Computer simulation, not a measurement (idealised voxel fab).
process module | voxel self aligned contacts
cross-section cut | 145 nm wide | cells 5 nm
A cross-section is a grid of square cells, given in bands from the top down. A band is one or more rows of cells.
Each band's line starts with the height of the band's top and of its bottom, in nm. Then come its materials from left to right, each with its width in nm. One material with "throughout" fills the band from edge to edge. "air" is empty space.
Height 0 is the level under which the wafer as received is all one material. The lowest band goes on downwards, as in "0 down".
A width such as "30 to 40" changes by the same amount from each row of cells to the next, from the band's top row to its bottom row.
"no change" after a step means that no cell of the cross-section changed.
closed voids: empty space of 8 cells or more with no open way to the top, each as width x height at its distance from the left edge, in nm
after a step's settings: what the simulator itself notes on the step
overlay nm, on a step with a mask: how far to the right of its planned place the mask lay; to the left if negative
plan
1 op RECEIVE | material Si
2 op CONFORMAL_DEP | material SiO2 | thk nm 5
3 op DIRECTIONAL_DEP | material polySi | thk nm 20
4 op DIRECTIONAL_DEP | material SiN | thk nm 25
5 op PATTERN | tone cover | mask id GATE | material resist | width nm 30 | pitch nm 70 | thk nm 15 | overlay nm 0
6 op DIRECTIONAL_ETCH | etch materials SiN | depth nm 25
7 op DIRECTIONAL_ETCH | etch materials polySi | depth nm 20
8 op STRIP | etch materials resist
9 op CONFORMAL_DEP | material SiN | thk nm 10
10 op DIRECTIONAL_ETCH | etch materials SiN | depth nm 10
11 op FILL_DEP | material SiO2 | thk nm 15
12 op CMP | height nm 55
13 op MASKED_ETCH | tone open | mask id CONTACT | width nm 50 | etch materials SiO2 | depth nm 55 | overlay nm 0
14 op CONFORMAL_DEP | material TiN | thk nm 5
15 op FILL_DEP | material W | thk nm 10
16 op CMP | height nm 55
17 op CONFORMAL_DEP | material SiCN | thk nm 5
as received, after step 1
  0 down: Si throughout
  closed voids: none
first wafer at the end, as planned
  60 to 55: SiCN throughout
  55 to 50: SiO2 45 | TiN 20 | W 10 | TiN 20 | SiO2 50
  50 to 25: SiO2 10 | SiN 50 | TiN 5 | W 10 | TiN 5 | SiN 50 | SiO2 15
  25 to 5: SiO2 10 | SiN 10 | polySi 30 | SiN 10 | TiN 5 | W 10 | TiN 5 | SiN 10 | polySi 30 | SiN 10 | SiO2 15
  5 to 0: SiO2 60 | TiN 20 | SiO2 65
  0 down: Si throughout
  closed voids: none
second wafer at the end: like start, like plan, one mistake
  60 to 55: SiCN throughout
  55 to 45: SiO2 45 | TiN 5 | W 40 | TiN 5 | SiO2 50
  45 to 40: SiO2 45 | TiN 10 | W 30 | TiN 10 | SiO2 50
  40 to 25: SiO2 20 | SiN 30 | TiN 5 | W 30 | TiN 5 | SiN 30 | SiO2 25
  25 to 5: SiO2 20 | polySi 30 | TiN 5 | W 30 | TiN 5 | polySi 30 | SiO2 25
  5 to 0: SiO2 50 | TiN 40 | SiO2 55
  0 down: Si throughout
  closed voids: none
what went wrong: step 9 was left out
at the end the second wafer has, in cells: 96 fewer of SiN | 52 more of SiO2 | 44 more of W
